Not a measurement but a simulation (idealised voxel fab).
Process module in this document: voxel self aligned contacts
Xsec cut, 290 nm wide, square cell size 5 nm.
If you're reading a cross-section in this doc, picture square cells in a grid; it comes to you as bands, top ones listed first down to the bottom, and a band can be one or more rows of cells. First you get the band's top height and its bottom height, in nm, and then the materials it's made of, left to right, with each width in nm. If you see a single material with "edge to edge", that one covers the band edge to edge. "empty" is empty space. Convention: height 0 is the level below which the wafer, as received, is all one material. The lowest band does not terminate at the bottom but continues downward, represented as "top 0, no bottom". So if you see something like "30..40" for the width, read it as the top row of the band sitting at the first number and the bottom row at the second, with every row in between moving by the same amount as the last. It should be understood that the words "everything unchanged", when stated for a given step, signify that the cross-section underwent no change in any of its cells during that step. Listed in "Encapsulated voids": every empty space of 8 or more cells without an open way to the top. Form: width x height at distance, the distance being from the left edge, all in nm. Where a step's line continues beyond its settings, the continuation is a remark by the simulator itself on that step. overlay nm, on a step with a mask: how far to the right of its planned place the mask lay; to the left if negative.
### Here's what the planned process steps look like
| 1 | RECEIVE (material Si) |
| 2 | CONFORMAL_DEP (material SiO2; thk nm 5) |
| 3 | DIRECTIONAL_DEP (material polySi; thk nm 30) |
| 4 | DIRECTIONAL_DEP (material SiN; thk nm 15) |
| 5 | DIRECTIONAL_DEP (material aC; thk nm 10) |
| 6 | PATTERN (tone cover; mask id GATE; material resist; width nm 35; pitch nm 70; thk nm 25; overlay nm 0) |
| 7 | DIRECTIONAL_ETCH (etch materials aC; depth nm 10) |
| 8 | STRIP (etch materials resist) |
| 9 | DIRECTIONAL_ETCH (etch materials SiN; depth nm 15) |
| 10 | DIRECTIONAL_ETCH (etch materials polySi; depth nm 30) |
| 11 | STRIP (etch materials aC) |
| 12 | CONFORMAL_DEP (material SiN; thk nm 5) |
| 13 | DIRECTIONAL_ETCH (etch materials SiN; depth nm 5) |
| 14 | FILL_DEP (material SiO2; thk nm 15) |
| 15 | CMP (height nm 60) |
| 16 | PATTERN (tone open; mask id CONTACT; material resist; width nm 45; thk nm 15; overlay nm 0) |
| 17 | DIRECTIONAL_ETCH (etch materials SiO2; depth nm 60) |
| 18 | STRIP (etch materials resist) |
| 19 | CONFORMAL_DEP (material TiN; thk nm 5) |
| 20 | FILL_DEP (material W; thk nm 10) |
| 21 | CMP (height nm 60) |
| 22 | CONFORMAL_DEP (material SiN; thk nm 5) |
Wafer-to-wafer difference: width nm, step 16. Common start. Plan = first wafer's value.
### First wafer of several, as received: cross-section after step 1
- top 0, no bottom  Si edge to edge
- Encapsulated voids: none
### Last step of the module is step 22; after it, the first of several wafers in cross-section
- top 65, bottom 60  SiN edge to edge
- top 60, bottom 50  SiO2 120 nm, TiN 5..15 nm, W 35..15 nm, TiN 5..15 nm, SiO2 125 nm
- top 50, bottom 35  SiO2 85 nm, SiN 45 nm, TiN 5 nm, W 15 nm, TiN 5 nm, SiN 45 nm, SiO2 90 nm
- top 35, bottom 5  SiO2 85 nm, SiN 5 nm, polySi 35 nm, SiN 5 nm, TiN 5 nm, W 15 nm, TiN 5 nm, SiN 5 nm, polySi 35 nm, SiN 5 nm, SiO2 90 nm
- top 5, bottom 0  SiO2 130 nm, TiN 25 nm, SiO2 135 nm
- top 0, no bottom  Si edge to edge
- Encapsulated voids: none
### Cross-sectional depiction of the last of several wafers upon completion of the module
- top 65, bottom 60  SiN edge to edge
- top 60, bottom 50  SiO2 110 nm, TiN 5..25 nm, W 60..15 nm, TiN 5..30 nm, SiO2 110 nm
- top 50, bottom 35  SiO2 85 nm, SiN 45 nm, TiN 5 nm, W 15 nm, TiN 5 nm, SiN 45 nm, SiO2 90 nm
- top 35, bottom 5  SiO2 85 nm, SiN 5 nm, polySi 35 nm, SiN 5 nm, TiN 5 nm, W 15 nm, TiN 5 nm, SiN 5 nm, polySi 35 nm, SiN 5 nm, SiO2 90 nm
- top 5, bottom 0  SiO2 130 nm, TiN 25 nm, SiO2 135 nm
- top 0, no bottom  Si edge to edge
- Encapsulated voids: none
### Gained (+) or lost (-) cells of each material since receipt, then closed voids: one row per wafer, at the end of the module
width nm 45; +136 SiN; +466 SiO2; +31 TiN; +37 W; +84 polySi; Encapsulated voids: none
width nm 50; +136 SiN; +464 SiO2; +32 TiN; +38 W; +84 polySi; Encapsulated voids: none
width nm 55; +136 SiN; +462 SiO2; +33 TiN; +39 W; +84 polySi; Encapsulated voids: none
width nm 60; +136 SiN; +460 SiO2; +34 TiN; +40 W; +84 polySi; Encapsulated voids: none
width nm 65; +136 SiN; +458 SiO2; +35 TiN; +41 W; +84 polySi; Encapsulated voids: none
width nm 70; +136 SiN; +456 SiO2; +36 TiN; +42 W; +84 polySi; Encapsulated voids: none
